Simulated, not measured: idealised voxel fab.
Title: Process Module voxel transistor to metal
Section cut is 205 nm wide and gridded with 5 nm square cells.
The cross-sections in this document take the form of a grid made of square cells. They are written out as bands, in order from top to bottom. Each band consists of one or more rows of cells. Basically the band line says how high the top is and how high the bottom is, in nm, and then what's in it from left to right, every material with its width in nm. Empty space shows up as "air", and if a single material carries "full width" it runs the full band edge to edge. Counting heights begins at 0, where everything beneath is, in the wafer as received, one material. The lowest band has no bottom; it goes on downwards, as "0 -> down" shows. You'd read "30 to 40" like this: the band's top row of cells is as wide as the first number, its bottom row is as wide as the second, and going down, every row changes width by the same amount as the row before did. You'll sometimes find "remains unaltered" written for a step, and that's the way of saying that nowhere in the cross-section did a cell change during that step. Basically, "Closed void table" tells you about the enclosed voids: empty spaces with no open way to the top, 8 cells or bigger, each written width x height at distance, where distance is from the left edge, all in nm. Post-settings text on a step line: simulator's own remark regarding the step. On any step carrying a mask, the "overlay nm" setting, if present on the step's line, tells how far right of its planned place the mask lay; negative values point to the left. Pairs from here to the end. Each: cross-section before one process step, cross-section after it, the latter only as far down as the lowest band that changed. Under each: the step between, and its settings. Mind that the pairs may be taken from different runs of this module on the same starting wafer; whether a pair continues from the pair above depends on its entry headed "Cross-section, before", and it does only where that entry says so.
### Cross-section, before
    95 -> 90 = TiN: 55 / air: 10 / TiN: 75 / air: 10 / TiN: 55
    90 -> 80 = lowk: 50 / TiN: 5 / air: 10 / TiN: 5 / lowk: 65 / TiN: 5 / air: 10 / TiN: 5 / lowk: 50
    80 -> 75 = lowk: 50 / TiN: 5 / air: 5 / TiN: 10 / lowk: 65 / TiN: 5 / air: 5 / TiN: 10 / lowk: 50
    75 -> 60 = lowk: 50 / TiN: 5 / air: 5 / TiN: 5 / lowk: 70 / TiN: 5 / air: 5 / TiN: 5 / lowk: 55
    60 -> 55 = SiCN: 50 / TiN: 15 / SiCN: 70 / TiN: 15 / SiCN: 55
    55 -> 35 = lowk: 50 / TiN: 5 / Cu: 10 / TiN: 5 / lowk: 65 / TiN: 5 / Cu: 10 / TiN: 5 / lowk: 50
    35 -> 30 = lowk: 50 / TiN: 5 / Cu: 5 / TiN: 10 / lowk: 65 / TiN: 5 / Cu: 5 / TiN: 10 / lowk: 50
    30 -> 25 = SiCN: 50 / TiN: 15 / SiCN: 70 / TiN: 15 / SiCN: 55
    25 -> 15 = SiO2: 50 / TiN: 5 / Ru: 10 / TiN: 5 / SiO2: 65 / TiN: 5 / Ru: 10 / TiN: 5 / SiO2: 50
    15 -> 5 = SiO2: 50 / TiN: 5 / Ru: 10 / TiN: 5 / SiO2: 10 / SiN: 5 / HfO2: 5 / TiN: 5 / W: 15 / TiN: 5 / HfO2: 5 / SiN: 5 / SiO2: 10 / TiN: 5 / Ru: 10 / TiN: 5 / SiO2: 50
    5 -> 0 = SiO2: 40 / SiN: 5 / SiO2: 5 / TiN: 20 / nSi: 10 / SiN: 5 / HfO2: 5 / TiN: 25 / HfO2: 5 / SiN: 5 / nSi: 10 / TiN: 20 / SiO2: 5 / SiN: 5 / SiO2: 40
    0 -> -5 = SiO2: 45 / nSi: 35 / HfO2: 45 / nSi: 35 / SiO2: 45
    -5 -> -10 = SiO2: 50 / nSi: 30 / Si: 45 / nSi: 30 / SiO2: 50
    -10 -> -40 = SiO2: 50 / Si: 105 / SiO2: 50
    -40 -> down = Si full width
    Closed void table: none
### after
    100 -> 95 = Cu full width
    95 -> 90 = TiN: 55 / Cu: 10 / TiN: 75 / Cu: 10 / TiN: 55
    90 -> 80 = lowk: 50 / TiN: 5 / Cu: 10 / TiN: 5 / lowk: 65 / TiN: 5 / Cu: 10 / TiN: 5 / lowk: 50
    80 -> 75 = lowk: 50 / TiN: 5 / Cu: 5 / TiN: 10 / lowk: 65 / TiN: 5 / Cu: 5 / TiN: 10 / lowk: 50
    75 -> 60 = lowk: 50 / TiN: 5 / Cu: 5 / TiN: 5 / lowk: 70 / TiN: 5 / Cu: 5 / TiN: 5 / lowk: 55
    Beneath the level 60, the cross-section is identical to its previous state.
    Closed void table: none
Step sandwiched between the two cross-sections above: FILL_DEP [material Cu] [thk nm 5]
Cross-section, before: see preceding pair, after cross-section.
### after
    90 -> 80 = lowk: 50 / TiN: 5 / Cu: 10 / TiN: 5 / lowk: 65 / TiN: 5 / Cu: 10 / TiN: 5 / lowk: 50
    Beneath the level 80, the cross-section is identical to its previous state.
    Closed void table: none
Step sandwiched between the two cross-sections above: CMP [height nm 90]
Cross-section, before: see preceding pair, after cross-section.
### after
    95 -> 90 = SiN full width
    Beneath the level 90, the cross-section is identical to its previous state.
    Closed void table: none
Step sandwiched between the two cross-sections above: CONFORMAL_DEP [material SiN] [thk nm 5]
### Cross-section, before
    55 -> 30 = lowk: 50 / air: 20 / lowk: 65 / air: 20 / lowk: 50
    30 -> 25 = SiCN: 50 / air: 20 / SiCN: 65 / air: 20 / SiCN: 50
    25 -> 15 = SiO2: 50 / TiN: 5 / Ru: 10 / TiN: 5 / SiO2: 65 / TiN: 5 / Ru: 10 / TiN: 5 / SiO2: 50
    15 -> 5 = SiO2: 50 / TiN: 5 / Ru: 10 / TiN: 5 / SiO2: 10 / SiN: 5 / HfO2: 5 / TiN: 5 / W: 15 / TiN: 5 / HfO2: 5 / SiN: 5 / SiO2: 10 / TiN: 5 / Ru: 10 / TiN: 5 / SiO2: 50
    5 -> 0 = SiO2: 40 / SiN: 5 / SiO2: 5 / TiN: 20 / nSi: 10 / SiN: 5 / HfO2: 5 / TiN: 25 / HfO2: 5 / SiN: 5 / nSi: 10 / TiN: 20 / SiO2: 5 / SiN: 5 / SiO2: 40
    0 -> -5 = SiO2: 45 / nSi: 35 / HfO2: 45 / nSi: 35 / SiO2: 45
    -5 -> -10 = SiO2: 50 / nSi: 30 / Si: 45 / nSi: 30 / SiO2: 50
    -10 -> -40 = SiO2: 50 / Si: 105 / SiO2: 50
    -40 -> down = Si full width
    Closed void table: none
### after
    60 -> 55 = SiO2: 55 / air: 10 / SiO2: 75 / air: 10 / SiO2: 55
    55 -> 30 = lowk: 50 / SiO2: 5 / air: 10 / SiO2: 5 / lowk: 65 / SiO2: 5 / air: 10 / SiO2: 5 / lowk: 50
    30 -> 25 = SiCN: 50 / SiO2: 20 / SiCN: 65 / SiO2: 20 / SiCN: 50
    Beneath the level 25, the cross-section is identical to its previous state.
    Closed void table: none
Step sandwiched between the two cross-sections above: CONFORMAL_DEP [material SiO2] [thk nm 5]
Cross-section, before: see preceding pair, after cross-section.
### after
    65 -> 60 = Cu full width
    60 -> 55 = SiO2: 55 / Cu: 10 / SiO2: 75 / Cu: 10 / SiO2: 55
    55 -> 30 = lowk: 50 / SiO2: 5 / Cu: 10 / SiO2: 5 / lowk: 65 / SiO2: 5 / Cu: 10 / SiO2: 5 / lowk: 50
    Beneath the level 30, the cross-section is identical to its previous state.
    Closed void table: none
Step sandwiched between the two cross-sections above: FILL_DEP [material Cu] [thk nm 5]
Cross-section, before: see preceding pair, after cross-section.
### after
    55 -> 30 = lowk: 50 / SiO2: 5 / Cu: 10 / SiO2: 5 / lowk: 65 / SiO2: 5 / Cu: 10 / SiO2: 5 / lowk: 50
    Beneath the level 30, the cross-section is identical to its previous state.
    Closed void table: none
Step sandwiched between the two cross-sections above: CMP [height nm 55]
Cross-section, before: see preceding pair, after cross-section.
### after
    60 -> 55 = SiCN full width
    Beneath the level 55, the cross-section is identical to its previous state.
    Closed void table: none
Step sandwiched between the two cross-sections above: CONFORMAL_DEP [material SiCN] [thk nm 5]
Cross-section, before: see preceding pair, after cross-section.
### after
    90 -> 60 = lowk full width
    Beneath the level 60, the cross-section is identical to its previous state.
    Closed void table: none
Step sandwiched between the two cross-sections above: DIRECTIONAL_DEP [material lowk] [thk nm 30]
Cross-section, before: see preceding pair, after cross-section.
### after
    100 -> 90 = aC full width
    Beneath the level 90, the cross-section is identical to its previous state.
    Closed void table: none
Step sandwiched between the two cross-sections above: DIRECTIONAL_DEP [material aC] [thk nm 10]
Cross-section, before: see preceding pair, after cross-section.
### after
    125 -> 100 = resist: 50 / air: 15 / resist: 70 / air: 15 / resist: 55
    Beneath the level 100, the cross-section is identical to its previous state.
    Closed void table: none
Step sandwiched between the two cross-sections above: PATTERN [tone open] [mask id METAL_2_HOLES] [material resist] [width nm 15] [pitch nm 85] [thk nm 25] [overlay nm 0]
Cross-section, before: see preceding pair, after cross-section.
### after
    115 -> 100 = resist: 50 / air: 15 / resist: 70 / air: 15 / resist: 55
    100 -> 90 = aC: 50 / air: 15 / aC: 70 / air: 15 / aC: 55
    Beneath the level 90, the cross-section is identical to its previous state.
    Closed void table: none
Step sandwiched between the two cross-sections above: DIRECTIONAL_ETCH [etch materials aC] [depth nm 10]
Cross-section, before: see preceding pair, after cross-section.
### after
    100 -> 90 = aC: 50 / air: 15 / aC: 70 / air: 15 / aC: 55
    Beneath the level 90, the cross-section is identical to its previous state.
    Closed void table: none
Step sandwiched between the two cross-sections above: STRIP [etch materials resist]
Cross-section, before: see preceding pair, after cross-section.
### after
    100 -> 90 = aC: 50 / air: 15 / aC: 70 / air: 15 / aC: 55
    90 -> 60 = lowk: 50 / air: 15 / lowk: 70 / air: 15 / lowk: 55
    Beneath the level 60, the cross-section is identical to its previous state.
    Closed void table: none
Step sandwiched between the two cross-sections above: DIRECTIONAL_ETCH [etch materials lowk] [depth nm 30]
Cross-section, before: see preceding pair, after cross-section.
### after
    90 -> 60 = lowk: 50 / air: 15 / lowk: 70 / air: 15 / lowk: 55
    Beneath the level 60, the cross-section is identical to its previous state.
    Closed void table: none
Step sandwiched between the two cross-sections above: STRIP [etch materials aC]
Cross-section, before: see preceding pair, after cross-section.
### after
    100 -> 90 = aC: 50 / air: 15 / aC: 70 / air: 15 / aC: 55
    90 -> 70 = lowk: 50 / air: 15 / lowk: 70 / air: 15 / lowk: 55
    70 -> 60 = lowk: 50 / aC: 15 / lowk: 70 / aC: 15 / lowk: 55
    Beneath the level 60, the cross-section is identical to its previous state.
    Closed void table: none
Step sandwiched between the two cross-sections above: DIRECTIONAL_DEP [material aC] [thk nm 10]
Cross-section, before: see preceding pair, after cross-section.
### after
    125 -> 100 = resist: 50 / air: 20 / resist: 65 / air: 20 / resist: 50
    Beneath the level 100, the cross-section is identical to its previous state.
    Closed void table: none
Step sandwiched between the two cross-sections above: PATTERN [tone open] [mask id METAL_2] [material resist] [width nm 20] [pitch nm 85] [thk nm 25] [overlay nm 0]
Cross-section, before: see preceding pair, after cross-section.
### after
    115 -> 100 = resist: 50 / air: 20 / resist: 65 / air: 20 / resist: 50
    100 -> 90 = aC: 50 / air: 20 / aC: 65 / air: 20 / aC: 50
    90 -> 60 = lowk: 50 / air: 15 / lowk: 70 / air: 15 / lowk: 55
    Beneath the level 60, the cross-section is identical to its previous state.
    Closed void table: none
Step sandwiched between the two cross-sections above: DIRECTIONAL_ETCH [etch materials aC] [depth nm 10]
Cross-section, before: see preceding pair, after cross-section.
### after
    100 -> 90 = aC: 50 / air: 20 / aC: 65 / air: 20 / aC: 50
    Beneath the level 90, the cross-section is identical to its previous state.
    Closed void table: none
Step sandwiched between the two cross-sections above: STRIP [etch materials resist]
Cross-section, before: see preceding pair, after cross-section.
### after
    100 -> 90 = aC: 50 / air: 20 / aC: 65 / air: 20 / aC: 50
    90 -> 75 = lowk: 50 / air: 20 / lowk: 65 / air: 20 / lowk: 50
    Beneath the level 75, the cross-section is identical to its previous state.
    Closed void table: none
Step sandwiched between the two cross-sections above: DIRECTIONAL_ETCH [etch materials lowk] [depth nm 15]
Cross-section, before: see preceding pair, after cross-section.
### after
    100 -> 90 = aC: 50 / air: 20 / aC: 65 / air: 20 / aC: 50
    90 -> 75 = lowk: 50 / air: 20 / lowk: 65 / air: 20 / lowk: 50
    75 -> 60 = lowk: 50 / air: 15 / lowk: 70 / air: 15 / lowk: 55
    60 -> 55 = SiCN: 50 / air: 15 / SiCN: 70 / air: 15 / SiCN: 55
    Beneath the level 55, the cross-section is identical to its previous state.
    Closed void table: none
Step sandwiched between the two cross-sections above: DIRECTIONAL_ETCH [etch materials SiCN] [depth nm 5]
Cross-section, before: see preceding pair, after cross-section.
### after
    90 -> 75 = lowk: 50 / air: 20 / lowk: 65 / air: 20 / lowk: 50
    Beneath the level 75, the cross-section is identical to its previous state.
    Closed void table: none
Step sandwiched between the two cross-sections above: STRIP [etch materials aC]
Cross-section, before: see preceding pair, after cross-section.
### after
    95 -> 90 = TiN: 55 / air: 10 / TiN: 75 / air: 10 / TiN: 55
    90 -> 80 = lowk: 50 / TiN: 5 / air: 10 / TiN: 5 / lowk: 65 / TiN: 5 / air: 10 / TiN: 5 / lowk: 50
    80 -> 75 = lowk: 50 / TiN: 5 / air: 5 / TiN: 10 / lowk: 65 / TiN: 5 / air: 5 / TiN: 10 / lowk: 50
    75 -> 60 = lowk: 50 / TiN: 5 / air: 5 / TiN: 5 / lowk: 70 / TiN: 5 / air: 5 / TiN: 5 / lowk: 55
    60 -> 55 = SiCN: 50 / TiN: 15 / SiCN: 70 / TiN: 15 / SiCN: 55
    Beneath the level 55, the cross-section is identical to its previous state.
    Closed void table: none
Step sandwiched between the two cross-sections above: CONFORMAL_DEP [material TiN] [thk nm 5]
Cross-section, before: see preceding pair, after cross-section.
### after
    100 -> 95 = Cu full width
    95 -> 90 = TiN: 55 / Cu: 10 / TiN: 75 / Cu: 10 / TiN: 55
    90 -> 80 = lowk: 50 / TiN: 5 / Cu: 10 / TiN: 5 / lowk: 65 / TiN: 5 / Cu: 10 / TiN: 5 / lowk: 50
    80 -> 75 = lowk: 50 / TiN: 5 / Cu: 5 / TiN: 10 / lowk: 65 / TiN: 5 / Cu: 5 / TiN: 10 / lowk: 50
    75 -> 60 = lowk: 50 / TiN: 5 / Cu: 5 / TiN: 5 / lowk: 70 / TiN: 5 / Cu: 5 / TiN: 5 / lowk: 55
    Beneath the level 60, the cross-section is identical to its previous state.
    Closed void table: none
Step sandwiched between the two cross-sections above: FILL_DEP [material Cu] [thk nm 5]
Cross-section, before: see preceding pair, after cross-section.
### after
    90 -> 80 = lowk: 50 / TiN: 5 / Cu: 10 / TiN: 5 / lowk: 65 / TiN: 5 / Cu: 10 / TiN: 5 / lowk: 50
    Beneath the level 80, the cross-section is identical to its previous state.
    Closed void table: none
Step sandwiched between the two cross-sections above: CMP [height nm 90]
Cross-section, before: see preceding pair, after cross-section.
### after
    95 -> 90 = SiN full width
    Beneath the level 90, the cross-section is identical to its previous state.
    Closed void table: none
Step sandwiched between the two cross-sections above: CONFORMAL_DEP [material SiN] [thk nm 5]
### Cross-section, before
    25 -> 15 = SiO2 full width
    15 -> 5 = SiO2: 80 / SiN: 5 / HfO2: 5 / TiN: 5 / W: 15 / TiN: 5 / HfO2: 5 / SiN: 5 / SiO2: 80
    5 -> 0 = SiO2: 40 / SiN: 5 / SiO2: 25 / nSi: 10 / SiN: 5 / HfO2: 5 / TiN: 25 / HfO2: 5 / SiN: 5 / nSi: 10 / SiO2: 25 / SiN: 5 / SiO2: 40
    0 -> -5 = SiO2: 45 / nSi: 35 / HfO2: 45 / nSi: 35 / SiO2: 45
    -5 -> -10 = SiO2: 50 / nSi: 30 / Si: 45 / nSi: 30 / SiO2: 50
    -10 -> -40 = SiO2: 50 / Si: 105 / SiO2: 50
    -40 -> down = Si full width
    Closed void table: none
### after
    25 -> 15 = air: 50 / SiO2: 20 / air: 65 / SiO2: 20 / air: 50
    15 -> 5 = air: 50 / SiO2: 20 / air: 10 / SiN: 5 / HfO2: 5 / TiN: 5 / W: 15 / TiN: 5 / HfO2: 5 / SiN: 5 / air: 10 / SiO2: 20 / air: 50
    5 -> 0 = air: 40 / SiN: 5 / air: 5 / SiO2: 20 / nSi: 10 / SiN: 5 / HfO2: 5 / TiN: 25 / HfO2: 5 / SiN: 5 / nSi: 10 / SiO2: 20 / air: 5 / SiN: 5 / air: 40
    Beneath the level 0, the cross-section is identical to its previous state.
    Closed void table: none
Step sandwiched between the two cross-sections above: MASKED_ETCH [tone cover] [mask id CONTACT] [width nm 20] [pitch nm 85] [etch materials SiO2] [depth nm 25] [overlay nm 0]
Cross-section, before: see preceding pair, after cross-section.
### after
    30 -> 25 = air: 45 / TiN: 30 / air: 55 / TiN: 30 / air: 45
    25 -> 20 = air: 45 / TiN: 5 / SiO2: 20 / TiN: 5 / air: 55 / TiN: 5 / SiO2: 20 / TiN: 5 / air: 45
    20 -> 15 = air: 45 / TiN: 5 / SiO2: 20 / TiN: 65 / SiO2: 20 / TiN: 5 / air: 45
    15 -> 5 = air: 45 to 35 / TiN: 5 to 15 / SiO2: 20 / TiN: 10 / SiN: 5 / HfO2: 5 / TiN: 5 / W: 15 / TiN: 5 / HfO2: 5 / SiN: 5 / TiN: 10 / SiO2: 20 / TiN: 5 to 15 / air: 45 to 35
    5 -> 0 = TiN: 40 / SiN: 5 / TiN: 5 / SiO2: 20 / nSi: 10 / SiN: 5 / HfO2: 5 / TiN: 25 / HfO2: 5 / SiN: 5 / nSi: 10 / SiO2: 20 / TiN: 5 / SiN: 5 / TiN: 40
    Beneath the level 0, the cross-section is identical to its previous state.
    Closed void table: none
Step sandwiched between the two cross-sections above: CONFORMAL_DEP [material TiN] [thk nm 5]
Cross-section, before: see preceding pair, after cross-section.
### after
    35 -> 30 = Ru full width
    30 -> 25 = Ru: 45 / TiN: 30 / Ru: 55 / TiN: 30 / Ru: 45
    25 -> 20 = Ru: 45 / TiN: 5 / SiO2: 20 / TiN: 5 / Ru: 55 / TiN: 5 / SiO2: 20 / TiN: 5 / Ru: 45
    20 -> 15 = Ru: 45 / TiN: 5 / SiO2: 20 / TiN: 65 / SiO2: 20 / TiN: 5 / Ru: 45
    15 -> 5 = Ru: 45 to 35 / TiN: 5 to 15 / SiO2: 20 / TiN: 10 / SiN: 5 / HfO2: 5 / TiN: 5 / W: 15 / TiN: 5 / HfO2: 5 / SiN: 5 / TiN: 10 / SiO2: 20 / TiN: 5 to 15 / Ru: 45 to 35
    Beneath the level 5, the cross-section is identical to its previous state.
    Closed void table: none
Step sandwiched between the two cross-sections above: FILL_DEP [material Ru] [thk nm 5]
Cross-section, before: see preceding pair, after cross-section.
### after
    25 -> 20 = Ru: 45 / TiN: 5 / SiO2: 20 / TiN: 5 / Ru: 55 / TiN: 5 / SiO2: 20 / TiN: 5 / Ru: 45
    Beneath the level 20, the cross-section is identical to its previous state.
    Closed void table: none
Step sandwiched between the two cross-sections above: CMP [height nm 25]
Cross-section, before: see preceding pair, after cross-section.
### after
    30 -> 25 = SiCN full width
    Beneath the level 25, the cross-section is identical to its previous state.
    Closed void table: none
Step sandwiched between the two cross-sections above: CONFORMAL_DEP [material SiCN] [thk nm 5]
Cross-section, before: see preceding pair, after cross-section.
### after
    55 -> 30 = lowk full width
    Beneath the level 30, the cross-section is identical to its previous state.
    Closed void table: none
Step sandwiched between the two cross-sections above: DIRECTIONAL_DEP [material lowk] [thk nm 25]
Cross-section, before: see preceding pair, after cross-section.
### after
    55 -> 30 = lowk: 50 / air: 20 / lowk: 65 / air: 20 / lowk: 50
    Beneath the level 30, the cross-section is identical to its previous state.
    Closed void table: none
Step sandwiched between the two cross-sections above: MASKED_ETCH [tone open] [mask id METAL_1] [width nm 20] [pitch nm 85] [etch materials lowk] [depth nm 25] [overlay nm 0]
Cross-section, before: see preceding pair, after cross-section.
### after
    55 -> 30 = lowk: 50 / air: 20 / lowk: 65 / air: 20 / lowk: 50
    30 -> 25 = SiCN: 50 / air: 20 / SiCN: 65 / air: 20 / SiCN: 50
    Beneath the level 25, the cross-section is identical to its previous state.
    Closed void table: none
Step sandwiched between the two cross-sections above: MASKED_ETCH [tone open] [mask id METAL_1] [width nm 20] [pitch nm 85] [etch materials SiCN] [depth nm 5] [overlay nm 0]
Cross-section, before: see preceding pair, after cross-section.
### after
    60 -> 55 = TiN: 55 / air: 10 / TiN: 75 / air: 10 / TiN: 55
    55 -> 30 = lowk: 50 / TiN: 5 / air: 10 / TiN: 5 / lowk: 65 / TiN: 5 / air: 10 / TiN: 5 / lowk: 50
    30 -> 25 = SiCN: 50 / TiN: 20 / SiCN: 65 / TiN: 20 / SiCN: 50
    Beneath the level 25, the cross-section is identical to its previous state.
    Closed void table: none
Step sandwiched between the two cross-sections above: CONFORMAL_DEP [material TiN] [thk nm 5]
Cross-section, before: see preceding pair, after cross-section.
### after
    65 -> 60 = Cu full width
    60 -> 55 = TiN: 55 / Cu: 10 / TiN: 75 / Cu: 10 / TiN: 55
    55 -> 30 = lowk: 50 / TiN: 5 / Cu: 10 / TiN: 5 / lowk: 65 / TiN: 5 / Cu: 10 / TiN: 5 / lowk: 50
    Beneath the level 30, the cross-section is identical to its previous state.
    Closed void table: none
Step sandwiched between the two cross-sections above: FILL_DEP [material Cu] [thk nm 5]
Cross-section, before: see preceding pair, after cross-section.
### after
    55 -> 30 = lowk: 50 / TiN: 5 / Cu: 10 / TiN: 5 / lowk: 65 / TiN: 5 / Cu: 10 / TiN: 5 / lowk: 50
    Beneath the level 30, the cross-section is identical to its previous state.
    Closed void table: none
Step sandwiched between the two cross-sections above: CMP [height nm 55]
Cross-section, before: see preceding pair, after cross-section.
### after
    60 -> 55 = SiCN full width
    Beneath the level 55, the cross-section is identical to its previous state.
    Closed void table: none
Step sandwiched between the two cross-sections above: CONFORMAL_DEP [material SiCN] [thk nm 5]
Cross-section, before: see preceding pair, after cross-section.
### after
    90 -> 60 = lowk full width
    Beneath the level 60, the cross-section is identical to its previous state.
    Closed void table: none
Step sandwiched between the two cross-sections above: DIRECTIONAL_DEP [material lowk] [thk nm 30]
Cross-section, before: see preceding pair, after cross-section.
### after
    100 -> 90 = aC full width
    Beneath the level 90, the cross-section is identical to its previous state.
    Closed void table: none
Step sandwiched between the two cross-sections above: DIRECTIONAL_DEP [material aC] [thk nm 10]
Cross-section, before: see preceding pair, after cross-section.
### after
    125 -> 100 = resist: 50 / air: 15 / resist: 70 / air: 15 / resist: 55
    Beneath the level 100, the cross-section is identical to its previous state.
    Closed void table: none
Step sandwiched between the two cross-sections above: PATTERN [tone open] [mask id METAL_2_HOLES] [material resist] [width nm 15] [pitch nm 85] [thk nm 25] [overlay nm 0]
Cross-section, before: see preceding pair, after cross-section.
### after
    115 -> 100 = resist: 50 / air: 15 / resist: 70 / air: 15 / resist: 55
    100 -> 90 = aC: 50 / air: 15 / aC: 70 / air: 15 / aC: 55
    Beneath the level 90, the cross-section is identical to its previous state.
    Closed void table: none
Step sandwiched between the two cross-sections above: DIRECTIONAL_ETCH [etch materials aC] [depth nm 10]
Cross-section, before: see preceding pair, after cross-section.
### after
    100 -> 90 = aC: 50 / air: 15 / aC: 70 / air: 15 / aC: 55
    Beneath the level 90, the cross-section is identical to its previous state.
    Closed void table: none
Step sandwiched between the two cross-sections above: STRIP [etch materials resist]
Cross-section, before: see preceding pair, after cross-section.
### after
    100 -> 90 = aC: 50 / air: 15 / aC: 70 / air: 15 / aC: 55
    90 -> 60 = lowk: 50 / air: 15 / lowk: 70 / air: 15 / lowk: 55
    Beneath the level 60, the cross-section is identical to its previous state.
    Closed void table: none
Step sandwiched between the two cross-sections above: DIRECTIONAL_ETCH [etch materials lowk] [depth nm 30]
Cross-section, before: see preceding pair, after cross-section.
### after
    90 -> 60 = lowk: 50 / air: 15 / lowk: 70 / air: 15 / lowk: 55
    Beneath the level 60, the cross-section is identical to its previous state.
    Closed void table: none
Step sandwiched between the two cross-sections above: STRIP [etch materials aC]
Cross-section, before: see preceding pair, after cross-section.
### after
    100 -> 90 = aC: 50 / air: 15 / aC: 70 / air: 15 / aC: 55
    90 -> 70 = lowk: 50 / air: 15 / lowk: 70 / air: 15 / lowk: 55
    70 -> 60 = lowk: 50 / aC: 15 / lowk: 70 / aC: 15 / lowk: 55
    Beneath the level 60, the cross-section is identical to its previous state.
    Closed void table: none
Step sandwiched between the two cross-sections above: DIRECTIONAL_DEP [material aC] [thk nm 10]
Cross-section, before: see preceding pair, after cross-section.
### after
    125 -> 100 = resist: 50 / air: 20 / resist: 65 / air: 20 / resist: 50
    Beneath the level 100, the cross-section is identical to its previous state.
    Closed void table: none
Step sandwiched between the two cross-sections above: PATTERN [tone open] [mask id METAL_2] [material resist] [width nm 20] [pitch nm 85] [thk nm 25] [overlay nm 0]
Cross-section, before: see preceding pair, after cross-section.
### after
    115 -> 100 = resist: 50 / air: 20 / resist: 65 / air: 20 / resist: 50
    100 -> 90 = aC: 50 / air: 20 / aC: 65 / air: 20 / aC: 50
    90 -> 60 = lowk: 50 / air: 15 / lowk: 70 / air: 15 / lowk: 55
    Beneath the level 60, the cross-section is identical to its previous state.
    Closed void table: none
Step sandwiched between the two cross-sections above: DIRECTIONAL_ETCH [etch materials aC] [depth nm 10]
Cross-section, before: see preceding pair, after cross-section.
### after
    100 -> 90 = aC: 50 / air: 20 / aC: 65 / air: 20 / aC: 50
    Beneath the level 90, the cross-section is identical to its previous state.
    Closed void table: none
Step sandwiched between the two cross-sections above: STRIP [etch materials resist]
Cross-section, before: see preceding pair, after cross-section.
### after
    100 -> 90 = aC: 50 / air: 20 / aC: 65 / air: 20 / aC: 50
    90 -> 75 = lowk: 50 / air: 20 / lowk: 65 / air: 20 / lowk: 50
    Beneath the level 75, the cross-section is identical to its previous state.
    Closed void table: none
Step sandwiched between the two cross-sections above: DIRECTIONAL_ETCH [etch materials lowk] [depth nm 15]
Cross-section, before: see preceding pair, after cross-section.
### after
    100 -> 90 = aC: 50 / air: 20 / aC: 65 / air: 20 / aC: 50
    90 -> 75 = lowk: 50 / air: 20 / lowk: 65 / air: 20 / lowk: 50
    75 -> 60 = lowk: 50 / air: 15 / lowk: 70 / air: 15 / lowk: 55
    60 -> 55 = SiCN: 50 / air: 15 / SiCN: 70 / air: 15 / SiCN: 55
    Beneath the level 55, the cross-section is identical to its previous state.
    Closed void table: none
Step sandwiched between the two cross-sections above: DIRECTIONAL_ETCH [etch materials SiCN] [depth nm 5]
Cross-section, before: see preceding pair, after cross-section.
### after
    90 -> 75 = lowk: 50 / air: 20 / lowk: 65 / air: 20 / lowk: 50
    Beneath the level 75, the cross-section is identical to its previous state.
    Closed void table: none
Step sandwiched between the two cross-sections above: STRIP [etch materials aC]
Cross-section, before: see preceding pair, after cross-section.
### after
    95 -> 90 = TiN: 55 / air: 10 / TiN: 75 / air: 10 / TiN: 55
    90 -> 80 = lowk: 50 / TiN: 5 / air: 10 / TiN: 5 / lowk: 65 / TiN: 5 / air: 10 / TiN: 5 / lowk: 50
    80 -> 75 = lowk: 50 / TiN: 5 / air: 5 / TiN: 10 / lowk: 65 / TiN: 5 / air: 5 / TiN: 10 / lowk: 50
    75 -> 60 = lowk: 50 / TiN: 5 / air: 5 / TiN: 5 / lowk: 70 / TiN: 5 / air: 5 / TiN: 5 / lowk: 55
    60 -> 55 = SiCN: 50 / TiN: 15 / SiCN: 70 / TiN: 15 / SiCN: 55
    Beneath the level 55, the cross-section is identical to its previous state.
    Closed void table: none
Step sandwiched between the two cross-sections above: CONFORMAL_DEP [material TiN] [thk nm 5]
Cross-section, before: see preceding pair, after cross-section.
### after
    100 -> 95 = Cu full width
    95 -> 90 = TiN: 55 / Cu: 10 / TiN: 75 / Cu: 10 / TiN: 55
    90 -> 80 = lowk: 50 / TiN: 5 / Cu: 10 / TiN: 5 / lowk: 65 / TiN: 5 / Cu: 10 / TiN: 5 / lowk: 50
    80 -> 75 = lowk: 50 / TiN: 5 / Cu: 5 / TiN: 10 / lowk: 65 / TiN: 5 / Cu: 5 / TiN: 10 / lowk: 50
    75 -> 60 = lowk: 50 / TiN: 5 / Cu: 5 / TiN: 5 / lowk: 70 / TiN: 5 / Cu: 5 / TiN: 5 / lowk: 55
    Beneath the level 60, the cross-section is identical to its previous state.
    Closed void table: none
Step sandwiched between the two cross-sections above: FILL_DEP [material Cu] [thk nm 5]
Cross-section, before: see preceding pair, after cross-section.
### after
    90 -> 80 = lowk: 50 / TiN: 5 / Cu: 10 / TiN: 5 / lowk: 65 / TiN: 5 / Cu: 10 / TiN: 5 / lowk: 50
    Beneath the level 80, the cross-section is identical to its previous state.
    Closed void table: none
Step sandwiched between the two cross-sections above: CMP [height nm 90]
Cross-section, before: see preceding pair, after cross-section.
### after
    95 -> 90 = SiN full width
    Beneath the level 90, the cross-section is identical to its previous state.
    Closed void table: none
Step sandwiched between the two cross-sections above: CONFORMAL_DEP [material SiN] [thk nm 5]
